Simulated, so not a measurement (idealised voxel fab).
Presented below is a process module, voxel wiring stack.
Xsec cut, 285 nm wide, square cell size 5 nm.
The cross-sections in this document take the form of a grid made of square cells. They are written out as bands, in order from top to bottom. Each band consists of one or more rows of cells. Read a band's entry like this: the first values are the height of its top and the height of its bottom in nm, and what follows is the sequence of materials from left to right, each with its width in nm. Note that "empty" is empty space, and that a single material marked "throughout" reaches across the band from edge to edge. A quick word on heights: they are counted from 0, and under that level the wafer as it came to us is one material throughout. The lowest band is different from the rest in having no bottom; it simply continues downward, written as in "z 0 and below". A width given as "30..40" starts at the first number in the band's top row and ends at the second number in its bottom row, shifting by an equal amount at every step from row to row. Key: "no modifications" - step with no changed cell in the cross-section. So "Entrapped void list" is basically the list of trapped voids: any empty space of 8 cells or more that can't reach the top through an opening. They're written width x height at distance, the distance being from the left edge, and it's all nm. The remark found on a step's line after its settings is issued by the simulator itself and pertains to that step. The optional step-line setting "overlay nm" applies to steps with a mask and quantifies how far to the right of its planned location the mask lay, a negative value indicating leftward placement.

LIST OF PLANNED PROCESS STEPS
1: RECEIVE (material Si)
2: CONFORMAL_DEP (material SiO2; thk nm 15)
3: CONFORMAL_DEP (material SiCN; thk nm 5)
4: DIRECTIONAL_DEP (material SiO2; thk nm 25)
5: PATTERN (tone open; mask id METAL_1; material resist; width nm 25; pitch nm 45; thk nm 20; overlay nm 0)
6: DIRECTIONAL_ETCH (etch materials SiO2; depth nm 25)
7: DIRECTIONAL_ETCH (etch materials SiCN; depth nm 5)
8: STRIP (etch materials resist)
9: CONFORMAL_DEP (material TiN; thk nm 5)
10: FILL_DEP (material Cu; thk nm 10)
11: CMP (height nm 45)
12: CONFORMAL_DEP (material SiCN; thk nm 5)
13: DIRECTIONAL_DEP (material lowk; thk nm 35)
14: PATTERN (tone open; mask id METAL_2; material resist; width nm 25; pitch nm 45; thk nm 15; overlay nm 0)
15: DIRECTIONAL_ETCH (etch materials lowk; depth nm 20)
16: STRIP (etch materials resist)
17: MASKED_ETCH (tone open; mask id METAL_2_HOLES; width nm 15; etch materials lowk; depth nm 15; overlay nm 0)
18: MASKED_ETCH (tone open; mask id METAL_2_HOLES; width nm 15; etch materials SiCN; depth nm 5; overlay nm 0)
19: CONFORMAL_DEP (material TiN; thk nm 5)
20: FILL_DEP (material Ru; thk nm 10)
21: CMP (height nm 85)
22: CONFORMAL_DEP (material SiN; thk nm 5)

THE CROSS-SECTION HERE SHOWS THE WAFER AS RECEIVED, I.E. IN ITS STATE AFTER STEP 1
* z 0 and below: Si throughout
* Entrapped void list: none

STARTING STRUCTURE AND PROCESS PLAN ARE AS SHOWN ABOVE, BUT ONE MISTAKE WAS MADE IN RUNNING THE MODULE; THE WAFER CROSS-SECTION AT THE END OF THE MODULE FOLLOWS
* z 90 to 85: SiN throughout
* z 85 to 50: lowk throughout
* z 50 to 45: SiCN throughout
* z 45 to 20: 105 of SiO2  5 of TiN  15 of Cu  5 of TiN  20 of SiO2  5 of TiN  15 of Cu  5 of TiN  110 of SiO2
* z 20 to 15: 105 of SiCN  25 of TiN  20 of SiCN  25 of TiN  110 of SiCN
* z 15 to 0: SiO2 throughout
* z 0 and below: Si throughout
* Entrapped void list: none
Heads up, the wafer didn't run the way we planned it: yeah, plan step 13 got run twice
